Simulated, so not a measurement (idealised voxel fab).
Module name: voxel plated lines (process module)
Square cell edge 5 nm, section width 220 nm, ID cut.
Bands, listed from the top down, are how a cross-section gets written in this document; the cross-section itself is a grid of square cells, and a band is one or more rows of them. A band entry consists of two parts. The first gives the height of the band's top and the height of its bottom, in nm. The rest lists the band's materials from left to right, each with its width in nm. A single material labelled with the word "edge to edge" fills the band from edge to edge, and the word "empty" marks empty space. The level at which height equals 0 is the one under which the wafer, as it arrives, is entirely one material. No lower edge exists for the bottom band, which continues downward and is notated as in "0 and below". Note: "30 to 40" means the width goes from the first number (top row of the band) to the second number (bottom row) in equal steps per row of cells. The cross-section has no changed cell in any step marked "everything unchanged". Basically, "Cavities, closed" tells you about the enclosed voids: empty spaces with no open way to the top, 8 cells or bigger, each written width x height at distance, where distance is from the left edge, all in nm. Note: text after step settings on the step line = simulator remark on that step. The "overlay nm" setting may appear on a step's line; for a step that uses a mask, it gives how far to the right of its planned position the mask lay, and a negative value indicates the left.
Process steps foreseen in the plan:
1,RECEIVE: material Si
2,CONFORMAL_DEP: material Al2O3, thk nm 15
3,DIRECTIONAL_DEP: material TiN, thk nm 5
4,PATTERN: tone open, mask id LINES, material resist, width nm 15, pitch nm 30, thk nm 40, overlay nm -15
5,EPI: material Ru, thk nm 5
6,EPI: material Ru, thk nm 10
7,EPI: material Ru, thk nm 5
8,STRIP: etch materials resist
9,DIRECTIONAL_ETCH: etch materials TiN, depth nm 5
10,CONFORMAL_DEP: material SiCN, thk nm 5
Quick note for whoever runs this: the wafers start identical, but the overlay nm at step 4 isn't the same across them. The plan just shows what the first wafer had.
Cross-sectional view of the first of several wafers in the as-received condition, corresponding to the state following step 1:
> 0 and below  Si edge to edge
> Cavities, closed: none
At the end of the module, after its last step, step 10, the first of several wafers appears in cross-section as follows:
> 45 down to 40  empty (50)  SiCN (25)  empty (5)  SiCN (25)  empty (5)  SiCN (25)  empty (85)
> 40 down to 20  empty (50)  SiCN (5)  Ru (15)  SiCN (5)  empty (5)  SiCN (5)  Ru (15)  SiCN (5)  empty (5)  SiCN (5)  Ru (15)  SiCN (5)  empty (85)
> 20 down to 15  SiCN (55)  TiN (15)  SiCN (15)  TiN (15)  SiCN (15)  TiN (15)  SiCN (90)
> 15 down to 0  Al2O3 edge to edge
> 0 and below  Si edge to edge
> Cavities, closed: none
Last-wafer cross-section at the end of the module:
> 45 down to 40  empty (80)  SiCN (25)  empty (5)  SiCN (25)  empty (5)  SiCN (25)  empty (55)
> 40 down to 20  empty (80)  SiCN (5)  Ru (15)  SiCN (5)  empty (5)  SiCN (5)  Ru (15)  SiCN (5)  empty (5)  SiCN (5)  Ru (15)  SiCN (5)  empty (55)
> 20 down to 15  SiCN (85)  TiN (15)  SiCN (15)  TiN (15)  SiCN (15)  TiN (15)  SiCN (60)
> 15 down to 0  Al2O3 edge to edge
> 0 and below  Si edge to edge
> Cavities, closed: none
Below: a row per wafer. Contents at end of module: for every material, cells gained since receipt (+) or lost since receipt (-); then closed voids:
overlay nm -15; +132 Al2O3; +36 Ru; +74 SiCN; +9 TiN; Cavities, closed: none
overlay nm -10; +132 Al2O3; +36 Ru; +74 SiCN; +9 TiN; Cavities, closed: none
overlay nm -5; +132 Al2O3; +36 Ru; +74 SiCN; +9 TiN; Cavities, closed: none
overlay nm 0; +132 Al2O3; +36 Ru; +74 SiCN; +9 TiN; Cavities, closed: none
overlay nm 5; +132 Al2O3; +36 Ru; +74 SiCN; +9 TiN; Cavities, closed: none
overlay nm 10; +132 Al2O3; +36 Ru; +74 SiCN; +9 TiN; Cavities, closed: none
overlay nm 15; +132 Al2O3; +36 Ru; +74 SiCN; +9 TiN; Cavities, closed: none
